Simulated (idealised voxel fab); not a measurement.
Title: Process Module voxel capacitor over wiring
It is cross-section cut that appears here, measuring 190 nm in width, its square cells being 5 nm in size.
Cross-section = grid of square cells, listed top down in bands; band = one or more rows. This entry defines a band. It first specifies the height of the band's top and the height of its bottom in nm, and then specifies the band's materials from left to right, stating each material with its width in nm. The word "throughout" identifies a single material that fills the band from edge to edge, while the word "blank" identifies empty space. Convention: height 0 is the level below which the wafer, as received, is all one material. The lowest band does not terminate at the bottom but continues downward, represented as "0 and below". When a width is written as two numbers, as in "30 to 40", the first number is the width in the top row of cells of the band and the second is the width in its bottom row, and the width changes by the same amount from each row to the next. What does "no modification" mean for a step? It means no cell of the cross-section changed in that step. Reported under the label "Non-vented voids" are the empty spaces having no open way to the top and comprising 8 cells or more; the notation for each is width x height at distance, in which the distance is measured from the left edge and all three values are in nm. Past the settings on a step's line: simulator remark, on that step. overlay nm: where the mask lay relative to plan, measured to the right, on steps with a mask; negatives go left.
Process steps foreseen in the plan
step 1: RECEIVE [material Si]
step 2: CONFORMAL_DEP [material SiO2] [thk nm 10]
step 3: DIRECTIONAL_DEP [material TiN] [thk nm 5]
step 4: DIRECTIONAL_DEP [material W] [thk nm 15]
step 5: DIRECTIONAL_DEP [material aC] [thk nm 10]
step 6: PATTERN [tone cover] [mask id METAL_1] [material resist] [width nm 30] [pitch nm 100] [thk nm 25] [overlay nm 0]
step 7: DIRECTIONAL_ETCH [etch materials aC] [depth nm 10]
step 8: STRIP [etch materials resist]
step 9: DIRECTIONAL_ETCH [etch materials W] [depth nm 15]
step 10: DIRECTIONAL_ETCH [etch materials TiN] [depth nm 5]
step 11: STRIP [etch materials aC]
step 12: FILL_DEP [material SiO2] [thk nm 10]
step 13: CMP [height nm 30]
step 14: CONFORMAL_DEP [material SiCN] [thk nm 5]
step 15: DIRECTIONAL_DEP [material SiO2] [thk nm 20]
step 16: PATTERN [tone open] [mask id PLUG_1] [material resist] [width nm 15] [thk nm 15] [overlay nm 0]
step 17: DIRECTIONAL_ETCH [etch materials SiO2] [depth nm 20]
step 18: DIRECTIONAL_ETCH [etch materials SiCN] [depth nm 5]
step 19: STRIP [etch materials resist]
step 20: EPI [material Ru] [thk nm 10]
step 21: EPI [material Ru] [thk nm 10]
step 22: EPI [material Ru] [thk nm 5]
step 23: DIRECTIONAL_DEP [material TiN] [thk nm 5]
step 24: DIRECTIONAL_DEP [material HfO2] [thk nm 5]
step 25: DIRECTIONAL_DEP [material TiN] [thk nm 10]
step 26: DIRECTIONAL_DEP [material aC] [thk nm 10]
step 27: PATTERN [tone cover] [mask id UPPER_PLATE] [material resist] [width nm 75] [thk nm 30] [overlay nm 0]
step 28: DIRECTIONAL_ETCH [etch materials aC] [depth nm 10]
step 29: STRIP [etch materials resist]
step 30: DIRECTIONAL_ETCH [etch materials TiN] [depth nm 10]
step 31: DIRECTIONAL_ETCH [etch materials HfO2] [depth nm 5]
step 32: STRIP [etch materials aC]
step 33: DIRECTIONAL_DEP [material aC] [thk nm 10]
step 34: PATTERN [tone cover] [mask id LOWER_PLATE] [material resist] [width nm 85] [thk nm 25] [overlay nm 0]
step 35: DIRECTIONAL_ETCH [etch materials aC] [depth nm 10]
step 36: STRIP [etch materials resist]
step 37: DIRECTIONAL_ETCH [etch materials TiN] [depth nm 5]
step 38: STRIP [etch materials aC]
step 39: FILL_DEP [material SiO2] [thk nm 15]
step 40: CMP [height nm 85]
step 41: DIRECTIONAL_DEP [material aC] [thk nm 15]
step 42: PATTERN [tone open] [mask id PLUG_2] [material resist] [width nm 15] [thk nm 35] [overlay nm 0]
step 43: DIRECTIONAL_ETCH [etch materials aC] [depth nm 15]
step 44: STRIP [etch materials resist]
step 45: DIRECTIONAL_ETCH [etch materials SiO2] [depth nm 10]
step 46: STRIP [etch materials aC]
step 47: CONFORMAL_DEP [material TiN] [thk nm 5]
step 48: FILL_DEP [material Ru] [thk nm 5]
step 49: CMP [height nm 85]
step 50: CONFORMAL_DEP [material SiN] [thk nm 5]
Cross-section, incoming material, after step 1
  0 and below | Si throughout
  Non-vented voids: none
Figure: cross-sectional view of the wafer upon completion of the module, processed from the initial state and according to the plan depicted above, with one error introduced during execution
  90 down to 85 | SiN throughout
  85 down to 80 | SiO2: 65  TiN: 5  Ru: 5  TiN: 5  SiO2: 110
  80 down to 75 | SiO2: 65  TiN: 15  SiO2: 110
  75 down to 65 | SiO2: 45  TiN: 75  SiO2: 70
  65 down to 60 | SiO2: 45  HfO2: 75  SiO2: 70
  60 down to 55 | SiO2: 40  TiN: 85  SiO2: 65
  55 down to 35 | SiO2: 45  Ru: 15  SiO2: 130
  35 down to 30 | SiCN: 45  Ru: 15  SiCN: 130
  30 down to 15 | SiO2: 30  W: 30  SiO2: 70  W: 30  SiO2: 30
  15 down to 10 | SiO2: 30  TiN: 30  SiO2: 70  TiN: 30  SiO2: 30
  10 down to 0 | SiO2 throughout
  0 and below | Si throughout
  Non-vented voids: none
What was done differently from what was planned? step 42 was processed under conditions differing from the plan, specifically as PATTERN [tone open] [mask id PLUG_2] [material resist] [width nm 15] [thk nm 35] [overlay nm 10]
